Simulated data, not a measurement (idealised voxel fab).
The following process module bears the name voxel released beams.
FYI the section here is cut, 285 nm wide, cells are 5 nm squares.
For the purposes of this document, a cross-section shall be understood as a grid of square cells, specified as bands listed in top-to-bottom order, each band consisting of one or more rows of cells.
Basically the band line says how high the top is and how high the bottom is, in nm, and then what's in it from left to right, every material with its width in nm. Empty space shows up as "air", and if a single material carries "throughout" it runs the full band edge to edge.
Where do heights start? At 0: under that level the wafer as delivered is made of one material only. And the lowest band has no floor; it just carries on downward, as in "0 down".
Top row gets the first number, bottom row gets the second, and each row in between changes by the same step: that is how a band width like "30->40" works.
The cross-section has no changed cell in any step marked "no alteration".
Entry "Sealed-off cavities" = empty spaces >= 8 cells with no open way to the top; each as width x height at distance, distance from left edge, all nm.
Text after the settings on a step's line: the simulator's own remark on that step.
On any step carrying a mask, the "overlay nm" setting, if present on the step's line, tells how far right of its planned place the mask lay; negative values point to the left.
# Process steps (planned)
1: RECEIVE | material Si
2: CONFORMAL_DEP | material Al2O3 | thk nm 5
3: DIRECTIONAL_DEP | material SiO2 | thk nm 20
4: PATTERN | tone open | mask id ANCHOR | material resist | width nm 35 | thk nm 15 | overlay nm 0
5: DIRECTIONAL_ETCH | etch materials SiO2 | depth nm 20
6: STRIP | etch materials resist
7: CONFORMAL_DEP | material W | thk nm 15
8: MASKED_ETCH | tone cover | mask id BEAM | width nm 95 | etch materials W | depth nm 15 | overlay nm 0
9: STRIP | etch materials SiO2
# Cross-section of the wafer at receipt, which is the condition after step 1
* 0 down = Si throughout
* Sealed-off cavities: none
# Final cross-section, module run with one mistake (start and plan as above)
* 55 to 40 = air (90); W (95); air (100)
* 40 to 25 = W throughout
* 25 to 5 = SiO2 (95); W (35); SiO2 (155)
* 5 to 0 = Al2O3 throughout
* 0 down = Si throughout
* Sealed-off cavities: none
Run error: plan step 7 ran twice
